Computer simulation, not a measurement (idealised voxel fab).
process module | voxel double patterning
cross-section cut | 175 nm wide | cells 5 nm
A cross-section is a grid of square cells, given in bands from the top down. A band is one or more rows of cells.
Each band's line starts with the height of the band's top and of its bottom, in nm. Then come its materials from left to right, each with its width in nm. One material with "throughout" fills the band from edge to edge. "air" is empty space.
Height 0 is the level under which the wafer as received is all one material. The lowest band goes on downwards, as in "0 down".
A width such as "30 to 40" changes by the same amount from each row of cells to the next, from the band's top row to its bottom row.
"no change" after a step means that no cell of the cross-section changed.
closed voids: empty space of 8 cells or more with no open way to the top, each as width x height at its distance from the left edge, in nm
after a step's settings: what the simulator itself notes on the step
overlay nm, on a step with a mask: how far to the right of its planned place the mask lay; to the left if negative
plan
1 op RECEIVE | material Si
2 op CONFORMAL_DEP | material SiO2 | thk nm 5
3 op DIRECTIONAL_DEP | material W | thk nm 10
4 op DIRECTIONAL_DEP | material SiCN | thk nm 10
5 op DIRECTIONAL_DEP | material aC | thk nm 10
6 op PATTERN | tone open | mask id FIRST | material resist | width nm 15 | pitch nm 50 | thk nm 30 | overlay nm 0
7 op DIRECTIONAL_ETCH | etch materials aC | depth nm 10
8 op STRIP | etch materials resist
9 op DIRECTIONAL_ETCH | etch materials SiCN | depth nm 10
10 op STRIP | etch materials aC
11 op PATTERN | tone open | mask id SECOND | material resist | width nm 15 | thk nm 20 | overlay nm 0
12 op DIRECTIONAL_ETCH | etch materials SiCN | depth nm 10
13 op STRIP | etch materials resist
14 op DIRECTIONAL_ETCH | etch materials W | depth nm 10
15 op STRIP | etch materials SiCN
varied across the wafers: width nm of step 6. The plan shows the first wafer's value. All wafers start alike
first wafer as received, after step 1
  0 down: Si throughout
  closed voids: none
each wafer at the end: cells of each material gained (+) or lost (-) since it was received, then its closed voids
width nm 15 | +35 SiO2 | +52 W | closed voids: none
width nm 20 | +35 SiO2 | +48 W | closed voids: none
width nm 25 | +35 SiO2 | +44 W | closed voids: none
width nm 30 | +35 SiO2 | +40 W | closed voids: none
